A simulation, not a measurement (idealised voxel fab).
Process module heading - voxel local oxidation
Shown is cross-section cut, with a width of 235 nm and square cells of size 5 nm.
Cross-section layout: square cells on a grid; listed as bands, top to bottom; a band spans one or more cell rows.
Per band: top height and bottom height in nm, followed by the left-to-right materials and their widths in nm; "throughout" marks a single material spanning edge to edge, "air" marks empty space.
Heights are measured from 0, the level below which the as-received wafer is all one material; the lowest band has no bottom and continues downward, written as in "0 and below".
Read "30->40" as a graded width: first number on top, second number at the bottom, same change between each pair of neighbouring rows.
"no alterations made" means the step left every cell of the cross-section as it was.
Heads up: "Completely enclosed voids" only lists the empty pockets with no open path to the top that are 8 cells or more, and it writes them as width x height at distance, distance from the left edge, in nm.
What comes after the settings on a step's line is commentary from the simulator itself on that step.
overlay nm: where the mask lay relative to plan, measured to the right, on steps with a mask; negatives go left.
**Process steps foreseen in the plan**
1 op RECEIVE | material Si
2 op OXIDIZE | depth nm 5
3 op CONFORMAL_DEP | material SiN | thk nm 15
4 op MASKED_ETCH | tone cover | mask id ACTIVE | width nm 110 | etch materials SiN | depth nm 15 | overlay nm 0
5 op SELECTIVE_ETCH | etch materials SiO2 | depth nm 5
6 op OXIDIZE | depth nm 10
7 op STRIP | etch materials SiN
**Wafer, first of two, run as planned**
**Cross-section of the incoming wafer, state after step 1**
> 0 and below = Si throughout
> Completely enclosed voids: none
**State of the wafer after step 2, shown in cross-section**
> 0 down to -5 = SiO2 throughout
> Anything lower than -5 is untouched.
**State of the wafer after step 3, shown in cross-section**
> 15 down to 0 = SiN throughout
> Anything lower than 0 is untouched.
**State of the wafer after step 4, shown in cross-section**
> 15 down to 0 = 60 air, then 110 SiN, then 65 air
> Anything lower than 0 is untouched.
**State of the wafer after step 5, shown in cross-section**
> 15 down to 0 = 60 air, then 110 SiN, then 65 air
> 0 down to -5 = 65 air, then 100 SiO2, then 70 air
> Anything lower than -5 is untouched.
**State of the wafer after step 6, shown in cross-section**
> 15 down to 0 = 60 air, then 110 SiN, then 65 air
> 0 down to -5 = 65 air, then 100 SiO2, then 70 air
> -5 down to -15 = 75 SiO2, then 80 Si, then 80 SiO2
> Anything lower than -15 is untouched.
**State of the wafer after step 7, shown in cross-section**
> 0 down to -5 = 65 air, then 100 SiO2, then 70 air
> Anything lower than -5 is untouched.
**Companion wafer, the second of two: same beginning, same intended sequence, one mistake in carrying it out; through step 3 inclusive it tracks the first exactly**
**Cross-sectional representation of the second wafer at the time designated in the plan for the completion of step 4**
> 15 down to 0 = 55 air, then 110 SiN, then 70 air
> Anything lower than 0 is untouched.
**Cross-sectional representation of the second wafer at the time designated in the plan for the completion of step 5**
> 15 down to 0 = 55 air, then 110 SiN, then 70 air
> 0 down to -5 = 60 air, then 100 SiO2, then 75 air
> Anything lower than -5 is untouched.
**Cross-sectional representation of the second wafer at the time designated in the plan for the completion of step 6**
> 15 down to 0 = 55 air, then 110 SiN, then 70 air
> 0 down to -5 = 60 air, then 100 SiO2, then 75 air
> -5 down to -15 = 70 SiO2, then 80 Si, then 85 SiO2
> Anything lower than -15 is untouched.
**Cross-sectional representation of the second wafer at the time designated in the plan for the completion of step 7**
> 0 down to -5 = 60 air, then 100 SiO2, then 75 air
> Anything lower than -5 is untouched.
What broke from the plan during processing? step 4 went in with a setting other than planned; the actual run was op MASKED_ETCH | tone cover | mask id ACTIVE | width nm 110 | etch materials SiN | depth nm 15 | overlay nm -5
Same inventory, different map: at the end, the second wafer holds as many cells of each material as the first, placed elsewhere.
